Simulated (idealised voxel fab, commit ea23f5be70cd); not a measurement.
A process module follows: voxel ribs on slabs.
The width of the displayed cross-section, cut, is 210 nm; its cells are square, with a size of 5 nm.
How to read a cross-section here: the picture is a grid of square cells, written as bands going from the top down, and any band can span one or more rows of cells.
This entry defines a band. It first specifies the height of the band's top and the height of its bottom in nm, and then specifies the band's materials from left to right, stating each material with its width in nm. The word "edge to edge" identifies a single material that fills the band from edge to edge, while the word "empty" identifies empty space.
The level at which height equals 0 is the one under which the wafer, as it arrives, is entirely one material. No lower edge exists for the bottom band, which continues downward and is notated as in "z 0 and below".
Quick explanation for "30->40": the width changes in equal steps down the rows of cells, from the first number in the band's top row to the second number in its bottom row.
Step note "remains unaltered" = no cross-section cell changed.
In the "Sealed internal cavities" entry, you get each enclosed empty space of 8 cells or more, one with no open way to the top, written width x height at distance, distance from the left edge, in nm.
The remark found on a step's line after its settings is issued by the simulator itself and pertains to that step.
"overlay nm" answers the question of how far to the right of plan the mask lay on a step that has a mask, and when it is negative the answer is to the left.

-- Process steps (planned)
- 1: op RECEIVE | material Si
- 2: op DIRECTIONAL_DEP | material SiO2 | thk nm 20
- 3: op DIRECTIONAL_DEP | material polySi | thk nm 15
- 4: op PATTERN | tone cover | mask id RIB | material resist | width nm 15 | thk nm 15 | overlay nm 0
- 5: op DIRECTIONAL_ETCH | etch materials polySi | depth nm 10
- 6: op STRIP | etch materials resist
- 7: op MASKED_ETCH | tone cover | mask id SLAB | width nm 65 | etch materials polySi | depth nm 5 | overlay nm 0
- 8: op FILL_DEP | material SiO2 | thk nm 15
- 9: op CMP | height nm 45
- 10: op DIRECTIONAL_DEP | material W | thk nm 10
- 11: op DIRECTIONAL_DEP | material aC | thk nm 10
- 12: op PATTERN | tone cover | mask id HEATER | material resist | width nm 25 | thk nm 25 | overlay nm -15
- 13: op DIRECTIONAL_ETCH | etch materials aC | depth nm 10
- 14: op STRIP | etch materials resist
- 15: op DIRECTIONAL_ETCH | etch materials W | depth nm 10
- 16: op STRIP | etch materials aC
- 17: op CONFORMAL_DEP | material SiN | thk nm 5
For this document, wafers share an identical start and vary in the step 12 overlay nm; the plan quotes the first wafer's value.

-- Received wafers, first of several: cross-section after step 1
* z 0 and below  Si edge to edge
* Sealed internal cavities: none

-- first wafer at the end, after step 17
* z 60 to 55  empty=70, SiN=35, empty=105
* z 55 to 50  empty=70, SiN=5, W=25, SiN=5, empty=105
* z 50 to 45  SiN=75, W=25, SiN=110
* z 45 to 35  SiO2 edge to edge
* z 35 to 25  SiO2=95, polySi=15, SiO2=100
* z 25 to 20  SiO2=70, polySi=65, SiO2=75
* z 20 to 0  SiO2 edge to edge
* z 0 and below  Si edge to edge
* Sealed internal cavities: none

-- End of module: cross-section, last of several wafers
* z 60 to 55  empty=100, SiN=35, empty=75
* z 55 to 50  empty=100, SiN=5, W=25, SiN=5, empty=75
* z 50 to 45  SiN=105, W=25, SiN=80
* z 45 to 35  SiO2 edge to edge
* z 35 to 25  SiO2=95, polySi=15, SiO2=100
* z 25 to 20  SiO2=70, polySi=65, SiO2=75
* z 20 to 0  SiO2 edge to edge
* z 0 and below  Si edge to edge
* Sealed internal cavities: none

-- each wafer at the end: cells of each material gained (+) or lost (-) since it was received, then its closed voids
overlay nm -15, +46 SiN, +359 SiO2, +10 W, +19 polySi, Sealed internal cavities: none
overlay nm -10, +46 SiN, +359 SiO2, +10 W, +19 polySi, Sealed internal cavities: none
overlay nm -5, +46 SiN, +359 SiO2, +10 W, +19 polySi, Sealed internal cavities: none
overlay nm 0, +46 SiN, +359 SiO2, +10 W, +19 polySi, Sealed internal cavities: none
overlay nm 5, +46 SiN, +359 SiO2, +10 W, +19 polySi, Sealed internal cavities: none
overlay nm 10, +46 SiN, +359 SiO2, +10 W, +19 polySi, Sealed internal cavities: none
overlay nm 15, +46 SiN, +359 SiO2, +10 W, +19 polySi, Sealed internal cavities: none
